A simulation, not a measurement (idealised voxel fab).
This is a process module. Its name is voxel local oxidation.
For reference, the cross-section in this document is cut, with width 270 nm and square cells of 5 nm.
A cross-section in this document is a grid of square cells, and it is written down as bands, the top band listed before the ones below it; a band is made up of one or more rows of cells. Read a band's entry like this: the first values are the height of its top and the height of its bottom in nm, and what follows is the sequence of materials from left to right, each with its width in nm. Note that "air" is empty space, and that a single material marked "full width" reaches across the band from edge to edge. Measure heights from 0. That's the level where, below it, the as-received wafer is all one material. The lowest band is bottomless and extends downward; write it as in "0 and below". It should be noted that a width expressed as "30..40" varies in equal increments from row to row of cells within the band, taking the value of the first number at the top row and that of the second number at the bottom row. What does "changes: none" mean for a step? It means no cell of the cross-section changed in that step. The list in "Sealed void inventory" covers empty spaces of 8 cells or more that cannot reach the top through any open way, and it gives each as width x height at distance; the distance is from the left edge, and width, height and distance are in nm. Note: text after step settings on the step line = simulator remark on that step. For masked steps, "overlay nm" on the step line gives how far right of plan the mask actually lay; a minus sign means it lay to the left.

[The process steps that were planned are listed below]
1,RECEIVE,material Si
2,OXIDIZE,depth nm 5
3,CONFORMAL_DEP,material SiN,thk nm 10
4,MASKED_ETCH,tone cover,mask id ACTIVE,width nm 90,etch materials SiN,depth nm 10,overlay nm 0
5,SELECTIVE_ETCH,etch materials SiO2,depth nm 5
6,OXIDIZE,depth nm 15
7,STRIP,etch materials SiN
The wafers are alike at the start. At step 4, their width nm differs. The plan lists the first wafer's value.

[Step 1 complete: as-received cross-section of the first of several wafers]
* 0 and below | Si full width
* Sealed void inventory: none

[Row per wafer, end-of-module: cell gain (+)/loss (-) by material since the wafer came in, then closed voids]
width nm 90; -186 Si; +148 SiO2; Sealed void inventory: none
width nm 95; -183 Si; +146 SiO2; Sealed void inventory: none
width nm 100; -180 Si; +144 SiO2; Sealed void inventory: none
width nm 105; -177 Si; +142 SiO2; Sealed void inventory: none
width nm 110; -174 Si; +140 SiO2; Sealed void inventory: none
width nm 115; -171 Si; +138 SiO2; Sealed void inventory: none
